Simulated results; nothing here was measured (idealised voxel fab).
Module name: voxel tone inversion (process module)
The width of the displayed cross-section, cut, is 280 nm; its cells are square, with a size of 5 nm.
A cross-section is written here as square cells arranged in a grid, and it is given in bands from the top down, each band taking up one or more rows of cells.
A band entry consists of two parts. The first gives the height of the band's top and the height of its bottom, in nm. The rest lists the band's materials from left to right, each with its width in nm. A single material labelled with the word "edge to edge" fills the band from edge to edge, and the word "empty" marks empty space.
Height 0 is the level under which the wafer as received is all one material. The lowest band goes on downwards, as in "0 nm and below".
Width spec "30->40" -> top row of cells at first value, bottom row at second value, equal per-row change in between.
Step marked "no change occurred"? Then no cell in the cross-section changed in it.
The entry "Closed void listing" lists the empty spaces that cover at least 8 cells and have no open path to the top. Each is written as width x height at distance, where the distance is measured from the left edge and all three values are in nm.
On each step's line, the part that comes after the settings is the simulator's own comment on the step.
You can add "overlay nm" to a step's line. For a step with a mask, it describes how far the mask lay to the right of its planned position, and a negative number describes a lay to the left.

[Planned process steps]
1,RECEIVE with material Si
2,CONFORMAL_DEP with material SiN, thk nm 10
3,DIRECTIONAL_DEP with material aC, thk nm 20
4,PATTERN with tone cover, mask id POSTS, material resist, width nm 20, pitch nm 40, thk nm 30, overlay nm 0
5,DIRECTIONAL_ETCH with etch materials aC, depth nm 20
6,STRIP with etch materials resist
7,FILL_DEP with material lowk, thk nm 5
8,CMP with height nm 30
9,STRIP with etch materials aC
10,CONFORMAL_DEP with material TiN, thk nm 5
11,FILL_DEP with material Ru, thk nm 5
12,CMP with height nm 30
13,CONFORMAL_DEP with material SiCN, thk nm 5

[Run as planned: first of two wafers]

[Cross-section of the wafer upon arrival, representing the state reached after step 1]
- 0 nm and below | Si edge to edge
- Closed void listing: none

[State of the wafer after step 2, shown in cross-section]
- 10 nm to 0 nm | SiN edge to edge
- Below 0, no change.

[State of the wafer after step 3, shown in cross-section]
- 30 nm to 10 nm | aC edge to edge
- Below 10, no change.

[State of the wafer after step 4, shown in cross-section]
- 60 nm to 30 nm | 90 nm empty, then 20 nm resist, then 20 nm empty, then 20 nm resist, then 20 nm empty, then 20 nm resist, then 90 nm empty
- Below 30, no change.

[State of the wafer after step 5, shown in cross-section]
- 40 nm to 30 nm | 90 nm empty, then 20 nm resist, then 20 nm empty, then 20 nm resist, then 20 nm empty, then 20 nm resist, then 90 nm empty
- 30 nm to 10 nm | 90 nm empty, then 20 nm aC, then 20 nm empty, then 20 nm aC, then 20 nm empty, then 20 nm aC, then 90 nm empty
- Below 10, no change.

[State of the wafer after step 6, shown in cross-section]
- 30 nm to 10 nm | 90 nm empty, then 20 nm aC, then 20 nm empty, then 20 nm aC, then 20 nm empty, then 20 nm aC, then 90 nm empty
- Below 10, no change.

[State of the wafer after step 7, shown in cross-section]
- 35 nm to 30 nm | lowk edge to edge
- 30 nm to 10 nm | 90 nm lowk, then 20 nm aC, then 20 nm lowk, then 20 nm aC, then 20 nm lowk, then 20 nm aC, then 90 nm lowk
- Below 10, no change.

[State of the wafer after step 8, shown in cross-section]
- 30 nm to 10 nm | 90 nm lowk, then 20 nm aC, then 20 nm lowk, then 20 nm aC, then 20 nm lowk, then 20 nm aC, then 90 nm lowk
- Below 10, no change.

[State of the wafer after step 9, shown in cross-section]
- 30 nm to 10 nm | 90 nm lowk, then 20 nm empty, then 20 nm lowk, then 20 nm empty, then 20 nm lowk, then 20 nm empty, then 90 nm lowk
- Below 10, no change.

[State of the wafer after step 10, shown in cross-section]
- 35 nm to 30 nm | 95 nm TiN, then 10 nm empty, then 30 nm TiN, then 10 nm empty, then 30 nm TiN, then 10 nm empty, then 95 nm TiN
- 30 nm to 15 nm | 90 nm lowk, then 5 nm TiN, then 10 nm empty, then 5 nm TiN, then 20 nm lowk, then 5 nm TiN, then 10 nm empty, then 5 nm TiN, then 20 nm lowk, then 5 nm TiN, then 10 nm empty, then 5 nm TiN, then 90 nm lowk
- 15 nm to 10 nm | 90 nm lowk, then 20 nm TiN, then 20 nm lowk, then 20 nm TiN, then 20 nm lowk, then 20 nm TiN, then 90 nm lowk
- Below 10, no change.

[State of the wafer after step 11, shown in cross-section]
- 40 nm to 35 nm | Ru edge to edge
- 35 nm to 30 nm | 95 nm TiN, then 10 nm Ru, then 30 nm TiN, then 10 nm Ru, then 30 nm TiN, then 10 nm Ru, then 95 nm TiN
- 30 nm to 15 nm | 90 nm lowk, then 5 nm TiN, then 10 nm Ru, then 5 nm TiN, then 20 nm lowk, then 5 nm TiN, then 10 nm Ru, then 5 nm TiN, then 20 nm lowk, then 5 nm TiN, then 10 nm Ru, then 5 nm TiN, then 90 nm lowk
- Below 15, no change.

[State of the wafer after step 12, shown in cross-section]
- 30 nm to 15 nm | 90 nm lowk, then 5 nm TiN, then 10 nm Ru, then 5 nm TiN, then 20 nm lowk, then 5 nm TiN, then 10 nm Ru, then 5 nm TiN, then 20 nm lowk, then 5 nm TiN, then 10 nm Ru, then 5 nm TiN, then 90 nm lowk
- Below 15, no change.

[State of the wafer after step 13, shown in cross-section]
- 35 nm to 30 nm | SiCN edge to edge
- Below 30, no change.

[Second wafer, same starting state and plan as the first, one mistake in the run, identical through step 3]

[Second wafer, cross-section, planned end of step 4]
- 60 nm to 30 nm | 95 nm empty, then 20 nm resist, then 20 nm empty, then 20 nm resist, then 20 nm empty, then 20 nm resist, then 85 nm empty
- Below 30, no change.

[Second wafer, cross-section, planned end of step 5]
- 40 nm to 30 nm | 95 nm empty, then 20 nm resist, then 20 nm empty, then 20 nm resist, then 20 nm empty, then 20 nm resist, then 85 nm empty
- 30 nm to 10 nm | 95 nm empty, then 20 nm aC, then 20 nm empty, then 20 nm aC, then 20 nm empty, then 20 nm aC, then 85 nm empty
- Below 10, no change.

[Second wafer, cross-section, planned end of step 6]
- 30 nm to 10 nm | 95 nm empty, then 20 nm aC, then 20 nm empty, then 20 nm aC, then 20 nm empty, then 20 nm aC, then 85 nm empty
- Below 10, no change.

[Second wafer, cross-section, planned end of step 7]
- 35 nm to 30 nm | lowk edge to edge
- 30 nm to 10 nm | 95 nm lowk, then 20 nm aC, then 20 nm lowk, then 20 nm aC, then 20 nm lowk, then 20 nm aC, then 85 nm lowk
- Below 10, no change.

[Second wafer, cross-section, planned end of step 8]
- 30 nm to 10 nm | 95 nm lowk, then 20 nm aC, then 20 nm lowk, then 20 nm aC, then 20 nm lowk, then 20 nm aC, then 85 nm lowk
- Below 10, no change.

[Second wafer, cross-section, planned end of step 9]
- 30 nm to 10 nm | 95 nm lowk, then 20 nm empty, then 20 nm lowk, then 20 nm empty, then 20 nm lowk, then 20 nm empty, then 85 nm lowk
- Below 10, no change.

[Second wafer, cross-section, planned end of step 10]
- 35 nm to 30 nm | 100 nm TiN, then 10 nm empty, then 30 nm TiN, then 10 nm empty, then 30 nm TiN, then 10 nm empty, then 90 nm TiN
- 30 nm to 15 nm | 95 nm lowk, then 5 nm TiN, then 10 nm empty, then 5 nm TiN, then 20 nm lowk, then 5 nm TiN, then 10 nm empty, then 5 nm TiN, then 20 nm lowk, then 5 nm TiN, then 10 nm empty, then 5 nm TiN, then 85 nm lowk
- 15 nm to 10 nm | 95 nm lowk, then 20 nm TiN, then 20 nm lowk, then 20 nm TiN, then 20 nm lowk, then 20 nm TiN, then 85 nm lowk
- Below 10, no change.

[Second wafer, cross-section, planned end of step 11]
- 40 nm to 35 nm | Ru edge to edge
- 35 nm to 30 nm | 100 nm TiN, then 10 nm Ru, then 30 nm TiN, then 10 nm Ru, then 30 nm TiN, then 10 nm Ru, then 90 nm TiN
- 30 nm to 15 nm | 95 nm lowk, then 5 nm TiN, then 10 nm Ru, then 5 nm TiN, then 20 nm lowk, then 5 nm TiN, then 10 nm Ru, then 5 nm TiN, then 20 nm lowk, then 5 nm TiN, then 10 nm Ru, then 5 nm TiN, then 85 nm lowk
- Below 15, no change.

[Second wafer, cross-section, planned end of step 12]
- 30 nm to 15 nm | 95 nm lowk, then 5 nm TiN, then 10 nm Ru, then 5 nm TiN, then 20 nm lowk, then 5 nm TiN, then 10 nm Ru, then 5 nm TiN, then 20 nm lowk, then 5 nm TiN, then 10 nm Ru, then 5 nm TiN, then 85 nm lowk
- Below 15, no change.

[Second wafer, cross-section, planned end of step 13]
- 35 nm to 30 nm | SiCN edge to edge
- Below 30, no change.
Nonconformance to the process plan: for step 4, the planned setting was not used; the step was instead run as PATTERN with tone cover, mask id POSTS, material resist, width nm 20, pitch nm 40, thk nm 30, overlay nm 5
So at the finish, the second wafer's got exactly as many cells of each material as the first, just not in the same spots.
